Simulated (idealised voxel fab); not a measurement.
Process module name: voxel capacitor over wiring
Cross-sectional view cut (width: 210 nm; square cell size: 5 nm).
Square cells in a grid make up a cross-section in this document, and the grid is given as bands, listed from the top down, each one or more rows of cells.
Each band's line starts with the height of the band's top and of its bottom, in nm. Then come its materials from left to right, each with its width in nm. One material with "everywhere" fills the band from edge to edge. "air" is empty space.
Ref level 0: as-received wafer is one material below here. Bottom band extends down with no lower bound ("from 0 down").
Per-row width for "30->40": begins at first number (top row of band), ends at second number (bottom row), increment between rows held constant.
Basically "no alterations made" means that step didn't change any cell in the cross-section.
The entry "Closed internal voids" lists the empty spaces that cover at least 8 cells and have no open path to the top. Each is written as width x height at distance, where the distance is measured from the left edge and all three values are in nm.
On a step's line, text after the settings is the simulator commenting on that step.
On any step carrying a mask, the "overlay nm" setting, if present on the step's line, tells how far right of its planned place the mask lay; negative values point to the left.

Listed below are the process steps as planned:
| 1 | RECEIVE, material Si |
| 2 | CONFORMAL_DEP, material SiO2, thk nm 15 |
| 3 | CONFORMAL_DEP, material SiN, thk nm 5 |
| 4 | DIRECTIONAL_DEP, material lowk, thk nm 15 |
| 5 | PATTERN, tone open, mask id METAL_1, material resist, width nm 20, pitch nm 75, thk nm 20, overlay nm 0 |
| 6 | DIRECTIONAL_ETCH, etch materials lowk, depth nm 15 |
| 7 | DIRECTIONAL_ETCH, etch materials SiN, depth nm 5 |
| 8 | STRIP, etch materials resist |
| 9 | CONFORMAL_DEP, material TiN, thk nm 5 |
| 10 | FILL_DEP, material Ru, thk nm 10 |
| 11 | CMP, height nm 35 |
| 12 | EPI, material Ru, thk nm 5 |
| 13 | FILL_DEP, material SiCN, thk nm 5 |
| 14 | DIRECTIONAL_DEP, material lowk, thk nm 10 |
| 15 | MASKED_ETCH, tone open, mask id PLUG_1, width nm 15, etch materials lowk, depth nm 10, overlay nm 0 |
| 16 | MASKED_ETCH, tone open, mask id PLUG_1, width nm 15, etch materials SiCN, depth nm 5, overlay nm 0 |
| 17 | EPI, material Ru, thk nm 10 |
| 18 | EPI, material Ru, thk nm 5 |
| 19 | DIRECTIONAL_DEP, material TiN, thk nm 5 |
| 20 | DIRECTIONAL_DEP, material Al2O3, thk nm 5 |
| 21 | DIRECTIONAL_DEP, material TiN, thk nm 5 |
| 22 | DIRECTIONAL_DEP, material aC, thk nm 15 |
| 23 | PATTERN, tone cover, mask id UPPER_PLATE, material resist, width nm 60, thk nm 35, overlay nm 0 |
| 24 | DIRECTIONAL_ETCH, etch materials aC, depth nm 15 |
| 25 | STRIP, etch materials resist |
| 26 | DIRECTIONAL_ETCH, etch materials TiN, depth nm 5 |
| 27 | DIRECTIONAL_ETCH, etch materials Al2O3, depth nm 5 |
| 28 | STRIP, etch materials aC |
| 29 | MASKED_ETCH, tone cover, mask id LOWER_PLATE, width nm 70, etch materials TiN, depth nm 5, overlay nm 0 |
| 30 | FILL_DEP, material SiO2, thk nm 20 |
| 31 | CMP, height nm 85 |
| 32 | PATTERN, tone open, mask id PLUG_2, material resist, width nm 15, thk nm 20, overlay nm 0 |
| 33 | DIRECTIONAL_ETCH, etch materials SiO2, depth nm 15 |
| 34 | STRIP, etch materials resist |
| 35 | CONFORMAL_DEP, material TiN, thk nm 5 |
| 36 | FILL_DEP, material Cu, thk nm 10 |
| 37 | CMP, height nm 85 |
| 38 | CONFORMAL_DEP, material SiCN, thk nm 5 |

What follows covers the first of two wafers; it ran as planned:

Cross-section of the wafer upon arrival, representing the state reached after step 1:
	from 0 down  Si everywhere
	Closed internal voids: none

After step 2, in cross-section:
	from 15 to 0  SiO2 everywhere
	All layers under 0 are left as they were.

After step 3, in cross-section:
	from 20 to 15  SiN everywhere
	All layers under 15 are left as they were.

After step 4, in cross-section:
	from 35 to 20  lowk everywhere
	All layers under 20 are left as they were.

After step 5, in cross-section:
	from 55 to 35  resist=55 / air=20 / resist=55 / air=20 / resist=60
	All layers under 35 are left as they were.

After step 6, in cross-section:
	from 55 to 35  resist=55 / air=20 / resist=55 / air=20 / resist=60
	from 35 to 20  lowk=55 / air=20 / lowk=55 / air=20 / lowk=60
	All layers under 20 are left as they were.

After step 7, in cross-section:
	from 55 to 35  resist=55 / air=20 / resist=55 / air=20 / resist=60
	from 35 to 20  lowk=55 / air=20 / lowk=55 / air=20 / lowk=60
	from 20 to 15  SiN=55 / air=20 / SiN=55 / air=20 / SiN=60
	All layers under 15 are left as they were.

After step 8, in cross-section:
	from 35 to 20  lowk=55 / air=20 / lowk=55 / air=20 / lowk=60
	All layers under 20 are left as they were.

After step 9, in cross-section:
	from 40 to 35  TiN=60 / air=10 / TiN=65 / air=10 / TiN=65
	from 35 to 20  lowk=55 / TiN=5 / air=10 / TiN=5 / lowk=55 / TiN=5 / air=10 / TiN=5 / lowk=60
	from 20 to 15  SiN=55 / TiN=20 / SiN=55 / TiN=20 / SiN=60
	All layers under 15 are left as they were.

After step 10, in cross-section:
	from 50 to 40  Ru everywhere
	from 40 to 35  TiN=60 / Ru=10 / TiN=65 / Ru=10 / TiN=65
	from 35 to 20  lowk=55 / TiN=5 / Ru=10 / TiN=5 / lowk=55 / TiN=5 / Ru=10 / TiN=5 / lowk=60
	All layers under 20 are left as they were.

After step 11, in cross-section:
	from 35 to 20  lowk=55 / TiN=5 / Ru=10 / TiN=5 / lowk=55 / TiN=5 / Ru=10 / TiN=5 / lowk=60
	All layers under 20 are left as they were.

After step 12, in cross-section:
	from 40 to 35  air=50 / Ru=30 / air=45 / Ru=30 / air=55
	All layers under 35 are left as they were.

After step 13, in cross-section:
	from 45 to 40  SiCN everywhere
	from 40 to 35  SiCN=50 / Ru=30 / SiCN=45 / Ru=30 / SiCN=55
	All layers under 35 are left as they were.

After step 14, in cross-section:
	from 55 to 45  lowk everywhere
	All layers under 45 are left as they were.

After step 15, in cross-section:
	from 55 to 45  lowk=60 / air=15 / lowk=135
	All layers under 45 are left as they were.

After step 16, in cross-section:
	from 55 to 45  lowk=60 / air=15 / lowk=135
	from 45 to 40  SiCN=60 / air=15 / SiCN=135
	All layers under 40 are left as they were.

After step 17, in cross-section:
	from 55 to 50  lowk=60 / air=15 / lowk=135
	from 50 to 45  lowk=60 / Ru=15 / lowk=135
	from 45 to 40  SiCN=60 / Ru=15 / SiCN=135
	All layers under 40 are left as they were.

After step 18, in cross-section:
	from 55 to 45  lowk=60 / Ru=15 / lowk=135
	All layers under 45 are left as they were.

After step 19, in cross-section:
	from 60 to 55  TiN everywhere
	All layers under 55 are left as they were.

After step 20, in cross-section:
	from 65 to 60  Al2O3 everywhere
	All layers under 60 are left as they were.

After step 21, in cross-section:
	from 70 to 65  TiN everywhere
	All layers under 65 are left as they were.

After step 22, in cross-section:
	from 85 to 70  aC everywhere
	All layers under 70 are left as they were.

After step 23, in cross-section:
	from 120 to 85  air=60 / resist=60 / air=90
	All layers under 85 are left as they were.

After step 24, in cross-section:
	from 105 to 85  air=60 / resist=60 / air=90
	from 85 to 70  air=60 / aC=60 / air=90
	All layers under 70 are left as they were.

After step 25, in cross-section:
	from 85 to 70  air=60 / aC=60 / air=90
	All layers under 70 are left as they were.

After step 26, in cross-section:
	from 85 to 70  air=60 / aC=60 / air=90
	from 70 to 65  air=60 / TiN=60 / air=90
	All layers under 65 are left as they were.

After step 27, in cross-section:
	from 85 to 70  air=60 / aC=60 / air=90
	from 70 to 65  air=60 / TiN=60 / air=90
	from 65 to 60  air=60 / Al2O3=60 / air=90
	All layers under 60 are left as they were.

After step 28, in cross-section:
	from 70 to 65  air=60 / TiN=60 / air=90
	All layers under 65 are left as they were.

After step 29, in cross-section:
	from 70 to 65  air=60 / TiN=60 / air=90
	from 65 to 60  air=60 / Al2O3=60 / air=90
	from 60 to 55  air=55 / TiN=70 / air=85
	All layers under 55 are left as they were.

After step 30, in cross-section:
	from 90 to 70  SiO2 everywhere
	from 70 to 65  SiO2=60 / TiN=60 / SiO2=90
	from 65 to 60  SiO2=60 / Al2O3=60 / SiO2=90
	from 60 to 55  SiO2=55 / TiN=70 / SiO2=85
	All layers under 55 are left as they were.

After step 31, in cross-section:
	from 85 to 70  SiO2 everywhere
	All layers under 70 are left as they were.

After step 32, in cross-section:
	from 105 to 85  resist=70 / air=15 / resist=125
	All layers under 85 are left as they were.

After step 33, in cross-section:
	from 105 to 85  resist=70 / air=15 / resist=125
	from 85 to 70  SiO2=70 / air=15 / SiO2=125
	All layers under 70 are left as they were.

After step 34, in cross-section:
	from 85 to 70  SiO2=70 / air=15 / SiO2=125
	All layers under 70 are left as they were.

After step 35, in cross-section:
	from 90 to 85  TiN=75 / air=5 / TiN=130
	from 85 to 75  SiO2=70 / TiN=5 / air=5 / TiN=5 / SiO2=125
	from 75 to 65  SiO2=70->60 / TiN=15->60 / SiO2=125->90
	All layers under 65 are left as they were.

After step 36, in cross-section:
	from 100 to 90  Cu everywhere
	from 90 to 85  TiN=75 / Cu=5 / TiN=130
	from 85 to 75  SiO2=70 / TiN=5 / Cu=5 / TiN=5 / SiO2=125
	All layers under 75 are left as they were.

After step 37, in cross-section:
	from 85 to 75  SiO2=70 / TiN=5 / Cu=5 / TiN=5 / SiO2=125
	All layers under 75 are left as they were.

After step 38, in cross-section:
	from 90 to 85  SiCN everywhere
	All layers under 85 are left as they were.

The remaining wafer, second of the two, started like the first and was run to the same plan, except that one mistake was made along the way; the two coincide through step 17, inclusive:

Cross-section: second wafer, time at which step 18 was scheduled to end:
	from 60 to 55  TiN=60 / air=15 / TiN=135
	from 55 to 50  lowk=60 / TiN=15 / lowk=135
	All layers under 50 are left as they were.

Cross-section: second wafer, time at which step 19 was scheduled to end:
	from 65 to 60  Ru=65 / air=5 / Ru=140
	from 60 to 55  TiN=60 / Ru=15 / TiN=135
	All layers under 55 are left as they were.

Cross-section: second wafer, time at which step 20 was scheduled to end:
	from 70 to 65  Al2O3=65 / air=5 / Al2O3=140
	from 65 to 60  Ru=65 / Al2O3=5 / Ru=140
	All layers under 60 are left as they were.

Cross-section: second wafer, time at which step 21 was scheduled to end:
	from 75 to 70  TiN=65 / air=5 / TiN=140
	from 70 to 65  Al2O3=65 / TiN=5 / Al2O3=140
	All layers under 65 are left as they were.

Cross-section: second wafer, time at which step 22 was scheduled to end:
	from 90 to 85  aC=65 / air=5 / aC=140
	from 85 to 75  aC everywhere
	from 75 to 70  TiN=65 / aC=5 / TiN=140
	All layers under 70 are left as they were.

Cross-section: second wafer, time at which step 23 was scheduled to end:
	from 125 to 90  air=60 / resist=60 / air=90
	from 90 to 85  aC=65 / resist=5 / aC=140
	All layers under 85 are left as they were.

Cross-section: second wafer, time at which step 24 was scheduled to end:
	from 110 to 90  air=60 / resist=60 / air=90
	from 90 to 85  air=60 / aC=5 / resist=5 / aC=50 / air=90
	from 85 to 75  air=60 / aC=60 / air=90
	All layers under 75 are left as they were.

Cross-section: second wafer, time at which step 25 was scheduled to end:
	from 90 to 85  air=60 / aC=5 / air=5 / aC=50 / air=90
	All layers under 85 are left as they were.

Cross-section: second wafer, time at which step 26 was scheduled to end:
	from 90 to 85  air=60 / aC=5 / air=5 / aC=50 / air=90
	from 85 to 75  air=60 / aC=60 / air=90
	from 75 to 70  air=60 / TiN=5 / aC=5 / TiN=50 / air=90
	All layers under 70 are left as they were.

Cross-section: second wafer, time at which step 27 was scheduled to end:
	from 90 to 85  air=60 / aC=5 / air=5 / aC=50 / air=90
	from 85 to 75  air=60 / aC=60 / air=90
	from 75 to 70  air=60 / TiN=5 / aC=5 / TiN=50 / air=90
	from 70 to 65  air=60 / Al2O3=5 / TiN=5 / Al2O3=50 / air=90
	All layers under 65 are left as they were.

Cross-section: second wafer, time at which step 28 was scheduled to end:
	from 75 to 70  air=60 / TiN=5 / air=5 / TiN=50 / air=90
	All layers under 70 are left as they were.

Cross-section: second wafer, time at which step 29 was scheduled to end: no alterations made

Cross-section: second wafer, time at which step 30 was scheduled to end:
	from 95 to 75  SiO2 everywhere
	from 75 to 70  SiO2=60 / TiN=5 / SiO2=5 / TiN=50 / SiO2=90
	from 70 to 65  SiO2=60 / Al2O3=5 / TiN=5 / Al2O3=50 / SiO2=90
	All layers under 65 are left as they were.

Cross-section: second wafer, time at which step 31 was scheduled to end:
	from 85 to 75  SiO2 everywhere
	All layers under 75 are left as they were.

Cross-section: second wafer, time at which step 32 was scheduled to end:
	from 105 to 85  resist=70 / air=15 / resist=125
	All layers under 85 are left as they were.

Cross-section: second wafer, time at which step 33 was scheduled to end:
	from 105 to 85  resist=70 / air=15 / resist=125
	from 85 to 75  SiO2=70 / air=15 / SiO2=125
	All layers under 75 are left as they were.

Cross-section: second wafer, time at which step 34 was scheduled to end:
	from 85 to 75  SiO2=70 / air=15 / SiO2=125
	All layers under 75 are left as they were.

Cross-section: second wafer, time at which step 35 was scheduled to end:
	from 90 to 85  TiN=75 / air=5 / TiN=130
	from 85 to 80  SiO2=70 / TiN=5 / air=5 / TiN=5 / SiO2=125
	from 80 to 75  SiO2=70 / TiN=15 / SiO2=125
	All layers under 75 are left as they were.

Cross-section: second wafer, time at which step 36 was scheduled to end:
	from 100 to 90  Cu everywhere
	from 90 to 85  TiN=75 / Cu=5 / TiN=130
	from 85 to 80  SiO2=70 / TiN=5 / Cu=5 / TiN=5 / SiO2=125
	All layers under 80 are left as they were.

Cross-section: second wafer, time at which step 37 was scheduled to end:
	from 85 to 80  SiO2=70 / TiN=5 / Cu=5 / TiN=5 / SiO2=125
	All layers under 80 are left as they were.

Cross-section: second wafer, time at which step 38 was scheduled to end:
	from 90 to 85  SiCN everywhere
	All layers under 85 are left as they were.
The plan and the run diverged here: steps 18 and 19 of the plan were run in the wrong order, each in the other's place
Once processing is complete, comparing cell counts shows that the second wafer has more or fewer of certain materials than the first: Cu -1, Ru +41, SiO2 -66, TiN +26
